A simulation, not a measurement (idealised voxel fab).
Process module in this document: voxel quadruple lines
For reference, the cross-section in this document is cut, with width 270 nm and square cells of 5 nm.
In this document a cross-section is written as a grid of square cells. It is given as a series of bands, listed from the top down, and a band is one or more rows of cells.
First you get the band's top height and its bottom height, in nm, and then the materials it's made of, left to right, with each width in nm. If you see a single material with "everywhere", that one covers the band edge to edge. "air" is empty space.
Note: height 0 marks the level under which the wafer is uniformly one material as received. Lowest band unbounded below, written "0..down".
The two numbers in a width such as "30 to 40" mark its ends across the band: the first belongs to the top row of cells, the second to the bottom row, and from each row to the next the width moves by the same amount.
Reading "remained unchanged" for a step: not a cell of the cross-section changed in it.
Reported under the label "Fully enclosed voids" are the empty spaces having no open way to the top and comprising 8 cells or more; the notation for each is width x height at distance, in which the distance is measured from the left edge and all three values are in nm.
On each step's line, the part that comes after the settings is the simulator's own comment on the step.
For masked steps, "overlay nm" on the step line gives how far right of plan the mask actually lay; a minus sign means it lay to the left.

Intended process steps:
step 1: RECEIVE, material Si
step 2: CONFORMAL_DEP, material Al2O3, thk nm 10
step 3: DIRECTIONAL_DEP, material TiN, thk nm 10
step 4: DIRECTIONAL_DEP, material polySi, thk nm 15
step 5: DIRECTIONAL_DEP, material aC, thk nm 25
step 6: PATTERN, tone cover, mask id MANDREL, material resist, width nm 20, pitch nm 60, thk nm 30, overlay nm 0
step 7: DIRECTIONAL_ETCH, etch materials aC, depth nm 25
step 8: STRIP, etch materials resist
step 9: CONFORMAL_DEP, material SiO2, thk nm 10
step 10: DIRECTIONAL_ETCH, etch materials SiO2, depth nm 5
step 11: STRIP, etch materials aC
step 12: DIRECTIONAL_ETCH, etch materials polySi, depth nm 15
step 13: STRIP, etch materials SiO2
step 14: CONFORMAL_DEP, material SiCN, thk nm 5
step 15: DIRECTIONAL_ETCH, etch materials SiCN, depth nm 5
step 16: STRIP, etch materials polySi
step 17: DIRECTIONAL_ETCH, etch materials TiN, depth nm 10
step 18: STRIP, etch materials SiCN
Split variable: depth nm, step 10. Plan value = first wafer. Wafers start alike.

Cross-section, first of several wafers, as delivered after step 1:
    0..down  Si everywhere
    Fully enclosed voids: none

Below: a row per wafer. Contents at end of module: for every material, cells gained since receipt (+) or lost since receipt (-); then closed voids:
depth nm 5, +108 Al2O3, Fully enclosed voids: none
depth nm 10, +108 Al2O3, +16 TiN, Fully enclosed voids: none
depth nm 15, +108 Al2O3, +16 TiN, Fully enclosed voids: none
depth nm 20, +108 Al2O3, +16 TiN, Fully enclosed voids: none
depth nm 25, +108 Al2O3, +16 TiN, Fully enclosed voids: none
